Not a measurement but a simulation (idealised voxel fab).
Herein follows the process module entitled voxel tone inversion.
Cross-section cut: width 220 nm, square cells of 5 nm.
Heads up, the way a cross-section reads in here is a grid of square cells, handed over as bands from the top down, with every band being one or more rows of cells.
This entry defines a band. It first specifies the height of the band's top and the height of its bottom in nm, and then specifies the band's materials from left to right, stating each material with its width in nm. The word "edge to edge" identifies a single material that fills the band from edge to edge, while the word "air" identifies empty space.
Ref level 0: as-received wafer is one material below here. Bottom band extends down with no lower bound ("from 0 down").
Width spec "30..40" -> top row of cells at first value, bottom row at second value, equal per-row change in between.
Key: "nothing changed" - step with no changed cell in the cross-section.
Basically, "Sealed void list" tells you about the enclosed voids: empty spaces with no open way to the top, 8 cells or bigger, each written width x height at distance, where distance is from the left edge, all in nm.
Formally, on a step line, whatever follows the settings is a remark that the simulator itself makes on the step.
The setting "overlay nm" may be written on the line of a step. When the step uses a mask, the value reports how far to the right of the planned place the mask lay, and a negative value reports that it lay to the left.

SET OUT BELOW ARE THE PLANNED STEPS OF THE PROCESS
step 1: RECEIVE [material Si]
step 2: CONFORMAL_DEP [material SiCN] [thk nm 10]
step 3: DIRECTIONAL_DEP [material polySi] [thk nm 15]
step 4: PATTERN [tone cover] [mask id POSTS] [material resist] [width nm 20] [pitch nm 50] [thk nm 20] [overlay nm 0]
step 5: DIRECTIONAL_ETCH [etch materials polySi] [depth nm 15]
step 6: STRIP [etch materials resist]
step 7: FILL_DEP [material SiO2] [thk nm 10]
step 8: CMP [height nm 25]
step 9: STRIP [etch materials polySi]
step 10: CONFORMAL_DEP [material TiN] [thk nm 5]
step 11: FILL_DEP [material Ru] [thk nm 5]
step 12: CMP [height nm 25]
step 13: CONFORMAL_DEP [material SiN] [thk nm 5]

RECEIVED-STATE CROSS-SECTION, REFLECTING COMPLETION OF STEP 1
    from 0 down: Si edge to edge
    Sealed void list: none

LOOK AT THE CROSS-SECTION AFTER THE MODULE: THE WAFER STARTED OUT THE WAY SHOWN ABOVE AND THE PLAN WAS THE ONE SHOWN ABOVE, YET ONE MISTAKE WAS MADE ALONG THE WAY
    from 30 to 25: SiN edge to edge
    from 25 to 20: 50 SiO2, 5 TiN, 10 Ru, 5 TiN, 30 SiO2, 5 TiN, 10 Ru, 5 TiN, 30 SiO2, 5 TiN, 10 Ru, 5 TiN, 50 SiO2
    from 20 to 15: 50 SiO2, 20 TiN, 30 SiO2, 20 TiN, 30 SiO2, 20 TiN, 50 SiO2
    from 15 to 0: SiCN edge to edge
    from 0 down: Si edge to edge
    Sealed void list: none
Which mistake was made when the wafer was run? step 2 ran as: CONFORMAL_DEP [material SiCN] [thk nm 15]
